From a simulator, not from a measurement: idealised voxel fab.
Title: Process Module voxel transistor to metal
Cross-section cut: width 185 nm, square cells of 5 nm.
Throughout this document, each cross-section is represented as a grid of square cells and is presented as a sequence of bands enumerated from the top downward, where a band comprises one or more rows of cells.
Top height, bottom height, nm. Materials left to right, width each, nm. Single material + "edge to edge" = fills band edge to edge. "air" = empty.
We count height from 0. Below that, the starting wafer is all one material. The lowest band never ends at the bottom but goes on down; see "0 nm and below" for how that is written.
Note: "30..40" means the width goes from the first number (top row of the band) to the second number (bottom row) in equal steps per row of cells.
You'll sometimes find "nothing was modified" written for a step, and that's the way of saying that nowhere in the cross-section did a cell change during that step.
Voids not open to the top, 8 cells minimum: see "Entrapped void list". Written width x height at distance; distance is from the left edge; nm.
That trailing text on a step's line, after the settings, is the simulator's own remark on the step.
On any step carrying a mask, the "overlay nm" setting, if present on the step's line, tells how far right of its planned place the mask lay; negative values point to the left.
The process steps that were planned are listed below
1. RECEIVE,material Si
2. CONFORMAL_DEP,material SiO2,thk nm 5
3. CONFORMAL_DEP,material SiN,thk nm 10
4. DIRECTIONAL_DEP,material aC,thk nm 10
5. PATTERN,tone cover,mask id ACTIVE,material resist,width nm 95,thk nm 30,overlay nm 0
6. DIRECTIONAL_ETCH,etch materials aC,depth nm 10
7. STRIP,etch materials resist
8. DIRECTIONAL_ETCH,etch materials SiN,depth nm 10
9. DIRECTIONAL_ETCH,etch materials SiO2,depth nm 5
10. DIRECTIONAL_ETCH,etch materials Si,depth nm 25
11. STRIP,etch materials aC
12. FILL_DEP,material SiO2,thk nm 15
13. CMP,height nm 15
14. SELECTIVE_ETCH,etch materials SiO2,depth nm 5
15. STRIP,etch materials SiN
16. SELECTIVE_ETCH,etch materials SiO2,depth nm 5
17. OXIDIZE,depth nm 5
18. DIRECTIONAL_DEP,material polySi,thk nm 25
19. DIRECTIONAL_DEP,material SiCN,thk nm 15
20. MASKED_ETCH,tone cover,mask id GATE,width nm 25,etch materials SiCN,depth nm 25,overlay nm 0
21. MASKED_ETCH,tone cover,mask id GATE,width nm 25,etch materials polySi,depth nm 35,overlay nm 0
22. CONFORMAL_DEP,material SiN,thk nm 5
23. DIRECTIONAL_ETCH,etch materials SiN,depth nm 5
24. DIRECTIONAL_ETCH,etch materials SiO2,depth nm 5
25. EPI,material SiGe,thk nm 5
26. FILL_DEP,material SiO2,thk nm 10
27. CMP,height nm 25
28. STRIP,etch materials polySi
29. SELECTIVE_ETCH,etch materials SiO2,depth nm 5
30. CONFORMAL_DEP,material HfO2,thk nm 5
31. CONFORMAL_DEP,material TiN,thk nm 5
32. FILL_DEP,material W,thk nm 10
33. CMP,height nm 20
34. DIRECTIONAL_DEP,material SiO2,thk nm 15
35. MASKED_ETCH,tone open,mask id CONTACT,width nm 15,pitch nm 70,etch materials SiO2,depth nm 35,overlay nm 0
36. CONFORMAL_DEP,material TiN,thk nm 5
37. FILL_DEP,material Ru,thk nm 5
38. CMP,height nm 35
39. DIRECTIONAL_DEP,material TiN,thk nm 5
40. DIRECTIONAL_DEP,material Ru,thk nm 15
41. MASKED_ETCH,tone cover,mask id METAL_1,width nm 15,pitch nm 70,etch materials Ru,depth nm 15,overlay nm 0
42. MASKED_ETCH,tone cover,mask id METAL_1,width nm 15,pitch nm 70,etch materials TiN,depth nm 5,overlay nm 0
43. CONFORMAL_DEP,material SiCN,thk nm 5
44. FILL_DEP,material lowk,thk nm 5
45. CMP,height nm 55
46. CONFORMAL_DEP,material SiCN,thk nm 5
47. DIRECTIONAL_DEP,material lowk,thk nm 25
48. DIRECTIONAL_DEP,material aC,thk nm 10
49. PATTERN,tone open,mask id METAL_2,material resist,width nm 15,pitch nm 70,thk nm 30,overlay nm 0
50. DIRECTIONAL_ETCH,etch materials aC,depth nm 10
51. STRIP,etch materials resist
52. DIRECTIONAL_ETCH,etch materials lowk,depth nm 15
53. STRIP,etch materials aC
54. MASKED_ETCH,tone open,mask id METAL_2_HOLES,width nm 15,pitch nm 70,etch materials lowk,depth nm 5,overlay nm 0
55. MASKED_ETCH,tone open,mask id METAL_2_HOLES,width nm 15,pitch nm 70,etch materials SiCN,depth nm 5,overlay nm 0
56. CONFORMAL_DEP,material TiN,thk nm 5
57. FILL_DEP,material Cu,thk nm 5
58. CMP,height nm 85
59. CONFORMAL_DEP,material SiCN,thk nm 5
The wafers are alike at the start. At step 54, their depth nm differs. The plan lists the first wafer's value.
first wafer as received, after step 1
0 nm and below = Si edge to edge
Entrapped void list: none
Depicted here is the first of several wafers in cross-section, at module completion following the last step, step 59
90 nm to 85 nm = SiCN edge to edge
85 nm to 70 nm = lowk: 50; TiN: 5; Cu: 5; TiN: 5; lowk: 55; TiN: 5; Cu: 5; TiN: 5; lowk: 50
70 nm to 65 nm = lowk: 50; TiN: 15; lowk: 55; TiN: 15; lowk: 50
65 nm to 60 nm = lowk edge to edge
60 nm to 55 nm = SiCN edge to edge
55 nm to 40 nm = lowk: 45; SiCN: 5; Ru: 15; SiCN: 5; lowk: 45; SiCN: 5; Ru: 15; SiCN: 5; lowk: 45
40 nm to 35 nm = SiCN: 50; TiN: 15; SiCN: 55; TiN: 15; SiCN: 50
35 nm to 20 nm = SiO2: 50; TiN: 5; Ru: 5; TiN: 5; SiO2: 55; TiN: 5; Ru: 5; TiN: 5; SiO2: 50
20 nm to 5 nm = SiO2: 50; TiN: 5; Ru: 5; TiN: 5; SiO2: 10; SiN: 5; HfO2: 5; TiN: 5; W: 5; TiN: 5; HfO2: 5; SiN: 5; SiO2: 10; TiN: 5; Ru: 5; TiN: 5; SiO2: 50
5 nm to 0 nm = SiO2: 40; SiN: 5; SiO2: 5; TiN: 15; SiO2: 10; SiN: 5; HfO2: 5; TiN: 15; HfO2: 5; SiN: 5; SiO2: 10; TiN: 15; SiO2: 5; SiN: 5; SiO2: 40
0 nm to -5 nm = SiO2: 45; SiGe: 30; HfO2: 35; SiGe: 30; SiO2: 45
-5 nm to -25 nm = SiO2: 45; Si: 95; SiO2: 45
-25 nm and below = Si edge to edge
Entrapped void list: none
Cross-section, module end, final of several wafers
90 nm to 85 nm = SiCN edge to edge
85 nm to 60 nm = lowk: 50; TiN: 5; Cu: 5; TiN: 5; lowk: 55; TiN: 5; Cu: 5; TiN: 5; lowk: 50
60 nm to 55 nm = SiCN: 50; TiN: 15; SiCN: 55; TiN: 15; SiCN: 50
55 nm to 40 nm = lowk: 45; SiCN: 5; Ru: 15; SiCN: 5; lowk: 45; SiCN: 5; Ru: 15; SiCN: 5; lowk: 45
40 nm to 35 nm = SiCN: 50; TiN: 15; SiCN: 55; TiN: 15; SiCN: 50
35 nm to 20 nm = SiO2: 50; TiN: 5; Ru: 5; TiN: 5; SiO2: 55; TiN: 5; Ru: 5; TiN: 5; SiO2: 50
20 nm to 5 nm = SiO2: 50; TiN: 5; Ru: 5; TiN: 5; SiO2: 10; SiN: 5; HfO2: 5; TiN: 5; W: 5; TiN: 5; HfO2: 5; SiN: 5; SiO2: 10; TiN: 5; Ru: 5; TiN: 5; SiO2: 50
5 nm to 0 nm = SiO2: 40; SiN: 5; SiO2: 5; TiN: 15; SiO2: 10; SiN: 5; HfO2: 5; TiN: 15; HfO2: 5; SiN: 5; SiO2: 10; TiN: 15; SiO2: 5; SiN: 5; SiO2: 40
0 nm to -5 nm = SiO2: 45; SiGe: 30; HfO2: 35; SiGe: 30; SiO2: 45
-5 nm to -25 nm = SiO2: 45; Si: 95; SiO2: 45
-25 nm and below = Si edge to edge
Entrapped void list: none
Every row in this table is a wafer at the end of the module, and it gives, for each of the materials, the cells that wafer has gained (+) or lost (-) since it was received, then its closed voids
depth nm 5 | +6 Cu | +15 HfO2 | +30 Ru | -109 Si | +117 SiCN | +12 SiGe | +10 SiN | +277 SiO2 | +63 TiN | +3 W | +242 lowk | Entrapped void list: none
depth nm 10 | +10 Cu | +15 HfO2 | +30 Ru | -109 Si | +111 SiCN | +12 SiGe | +10 SiN | +277 SiO2 | +71 TiN | +3 W | +236 lowk | Entrapped void list: none
depth nm 15 | +10 Cu | +15 HfO2 | +30 Ru | -109 Si | +111 SiCN | +12 SiGe | +10 SiN | +277 SiO2 | +71 TiN | +3 W | +236 lowk | Entrapped void list: none
depth nm 20 | +10 Cu | +15 HfO2 | +30 Ru | -109 Si | +111 SiCN | +12 SiGe | +10 SiN | +277 SiO2 | +71 TiN | +3 W | +236 lowk | Entrapped void list: none
depth nm 25 | +10 Cu | +15 HfO2 | +30 Ru | -109 Si | +111 SiCN | +12 SiGe | +10 SiN | +277 SiO2 | +71 TiN | +3 W | +236 lowk | Entrapped void list: none
